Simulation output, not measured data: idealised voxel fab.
process module | voxel spacer lines
cross-section cut | 250 nm wide | cells 5 nm
A cross-section is a grid of square cells, given in bands from the top down. A band is one or more rows of cells.
Each band's line starts with the height of the band's top and of its bottom, in nm. Then come its materials from left to right, each with its width in nm. One material with "throughout" fills the band from edge to edge. "air" is empty space.
Height 0 is the level under which the wafer as received is all one material. The lowest band goes on downwards, as in "0 down".
A width such as "30 to 40" changes by the same amount from each row of cells to the next, from the band's top row to its bottom row.
"no change" after a step means that no cell of the cross-section changed.
closed voids: empty space of 8 cells or more with no open way to the top, each as width x height at its distance from the left edge, in nm
after a step's settings: what the simulator itself notes on the step
overlay nm, on a step with a mask: how far to the right of its planned place the mask lay; to the left if negative
plan
1 op RECEIVE | material Si
2 op CONFORMAL_DEP | material Al2O3 | thk nm 10
3 op DIRECTIONAL_DEP | material polySi | thk nm 15
4 op DIRECTIONAL_DEP | material aC | thk nm 30
5 op PATTERN | tone cover | mask id MANDREL | material resist | width nm 20 | pitch nm 70 | thk nm 40 | overlay nm 0
6 op DIRECTIONAL_ETCH | etch materials aC | depth nm 30
7 op STRIP | etch materials resist
8 op CONFORMAL_DEP | material SiN | thk nm 15
9 op DIRECTIONAL_ETCH | etch materials SiN | depth nm 15
10 op STRIP | etch materials aC
11 op DIRECTIONAL_ETCH | etch materials polySi | depth nm 15
12 op STRIP | etch materials SiN
13 op FILL_DEP | material SiO2 | thk nm 5
14 op CMP | height nm 25
first wafer, as planned
as received, after step 1
  0 down: Si throughout
  closed voids: none
after step 2
  10 to 0: Al2O3 throughout
  below 0: unchanged
after step 3
  25 to 10: polySi throughout
  below 10: unchanged
after step 4
  55 to 25: aC throughout
  below 25: unchanged
after step 5
  95 to 55: air 80 | resist 20 | air 50 | resist 20 | air 80
  below 55: unchanged
after step 6
  65 to 55: air 80 | resist 20 | air 50 | resist 20 | air 80
  55 to 25: air 80 | aC 20 | air 50 | aC 20 | air 80
  below 25: unchanged
after step 7
  55 to 25: air 80 | aC 20 | air 50 | aC 20 | air 80
  below 25: unchanged
after step 8
  70 to 55: air 65 | SiN 50 | air 20 | SiN 50 | air 65
  55 to 40: air 65 | SiN 15 | aC 20 | SiN 15 | air 20 | SiN 15 | aC 20 | SiN 15 | air 65
  40 to 25: SiN 80 | aC 20 | SiN 50 | aC 20 | SiN 80
  below 25: unchanged
after step 9
  55 to 25: air 65 | SiN 15 | aC 20 | SiN 15 | air 20 | SiN 15 | aC 20 | SiN 15 | air 65
  below 25: unchanged
after step 10
  55 to 25: air 65 | SiN 15 | air 20 | SiN 15 | air 20 | SiN 15 | air 20 | SiN 15 | air 65
  below 25: unchanged
after step 11
  55 to 25: air 65 | SiN 15 | air 20 | SiN 15 | air 20 | SiN 15 | air 20 | SiN 15 | air 65
  25 to 10: air 65 | polySi 15 | air 20 | polySi 15 | air 20 | polySi 15 | air 20 | polySi 15 | air 65
  below 10: unchanged
after step 12
  25 to 10: air 65 | polySi 15 | air 20 | polySi 15 | air 20 | polySi 15 | air 20 | polySi 15 | air 65
  below 10: unchanged
after step 13
  30 to 25: SiO2 throughout
  25 to 10: SiO2 65 | polySi 15 | SiO2 20 | polySi 15 | SiO2 20 | polySi 15 | SiO2 20 | polySi 15 | SiO2 65
  below 10: unchanged
after step 14
  25 to 10: SiO2 65 | polySi 15 | SiO2 20 | polySi 15 | SiO2 20 | polySi 15 | SiO2 20 | polySi 15 | SiO2 65
  below 10: unchanged
second wafer: like start, like plan, one mistake. Through step 1 it matches the first wafer
when step 2 should have ended
  5 to 0: Al2O3 throughout
  below 0: unchanged
when step 3 should have ended
  20 to 5: polySi throughout
  below 5: unchanged
when step 4 should have ended
  50 to 20: aC throughout
  below 20: unchanged
when step 5 should have ended
  90 to 50: air 80 | resist 20 | air 50 | resist 20 | air 80
  below 50: unchanged
when step 6 should have ended
  60 to 50: air 80 | resist 20 | air 50 | resist 20 | air 80
  50 to 20: air 80 | aC 20 | air 50 | aC 20 | air 80
  below 20: unchanged
when step 7 should have ended
  50 to 20: air 80 | aC 20 | air 50 | aC 20 | air 80
  below 20: unchanged
when step 8 should have ended
  65 to 50: air 65 | SiN 50 | air 20 | SiN 50 | air 65
  50 to 35: air 65 | SiN 15 | aC 20 | SiN 15 | air 20 | SiN 15 | aC 20 | SiN 15 | air 65
  35 to 20: SiN 80 | aC 20 | SiN 50 | aC 20 | SiN 80
  below 20: unchanged
when step 9 should have ended
  50 to 20: air 65 | SiN 15 | aC 20 | SiN 15 | air 20 | SiN 15 | aC 20 | SiN 15 | air 65
  below 20: unchanged
when step 10 should have ended
  50 to 20: air 65 | SiN 15 | air 20 | SiN 15 | air 20 | SiN 15 | air 20 | SiN 15 | air 65
  below 20: unchanged
when step 11 should have ended
  50 to 20: air 65 | SiN 15 | air 20 | SiN 15 | air 20 | SiN 15 | air 20 | SiN 15 | air 65
  20 to 5: air 65 | polySi 15 | air 20 | polySi 15 | air 20 | polySi 15 | air 20 | polySi 15 | air 65
  below 5: unchanged
when step 12 should have ended
  20 to 5: air 65 | polySi 15 | air 20 | polySi 15 | air 20 | polySi 15 | air 20 | polySi 15 | air 65
  below 5: unchanged
when step 13 should have ended
  25 to 20: SiO2 throughout
  20 to 5: SiO2 65 | polySi 15 | SiO2 20 | polySi 15 | SiO2 20 | polySi 15 | SiO2 20 | polySi 15 | SiO2 65
  below 5: unchanged
when step 14 should have ended: no change
what went wrong: step 2 ran as: op CONFORMAL_DEP | material Al2O3 | thk nm 5
at the end the second wafer has, in cells: 50 fewer of Al2O3 | 50 more of SiO2
